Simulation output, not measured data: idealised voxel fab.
process module | voxel plated lines
cross-section cut | 235 nm wide | cells 5 nm
A cross-section is a grid of square cells, given in bands from the top down. A band is one or more rows of cells.
Each band's line starts with the height of the band's top and of its bottom, in nm. Then come its materials from left to right, each with its width in nm. One material with "throughout" fills the band from edge to edge. "air" is empty space.
Height 0 is the level under which the wafer as received is all one material. The lowest band goes on downwards, as in "0 down".
A width such as "30 to 40" changes by the same amount from each row of cells to the next, from the band's top row to its bottom row.
"no change" after a step means that no cell of the cross-section changed.
closed voids: empty space of 8 cells or more with no open way to the top, each as width x height at its distance from the left edge, in nm
after a step's settings: what the simulator itself notes on the step
overlay nm, on a step with a mask: how far to the right of its planned place the mask lay; to the left if negative
plan
1 op RECEIVE | material Si
2 op CONFORMAL_DEP | material SiO2 | thk nm 15
3 op DIRECTIONAL_DEP | material TiN | thk nm 5
4 op PATTERN | tone open | mask id LINES | material resist | width nm 15 | pitch nm 35 | thk nm 35 | overlay nm 0
5 op EPI | material Ru | thk nm 5
6 op EPI | material Ru | thk nm 10
7 op EPI | material Ru | thk nm 5
8 op STRIP | etch materials resist
9 op DIRECTIONAL_ETCH | etch materials TiN | depth nm 5
10 op CONFORMAL_DEP | material SiN | thk nm 5
as received, after step 1
  0 down: Si throughout
  closed voids: none
a wafer at the end: this start, this plan, one mistake
  45 to 40: air 85 | SiN 30 | air 5 | SiN 30 | air 85
  40 to 20: air 85 | SiN 5 | Ru 20 | SiN 5 | air 5 | SiN 5 | Ru 20 | SiN 5 | air 85
  20 to 15: SiN 90 | TiN 20 | SiN 15 | TiN 20 | SiN 90
  15 to 0: SiO2 throughout
  0 down: Si throughout
  closed voids: none
what went wrong: step 4 ran as: op PATTERN | tone open | mask id LINES | material resist | width nm 20 | pitch nm 35 | thk nm 35 | overlay nm 0
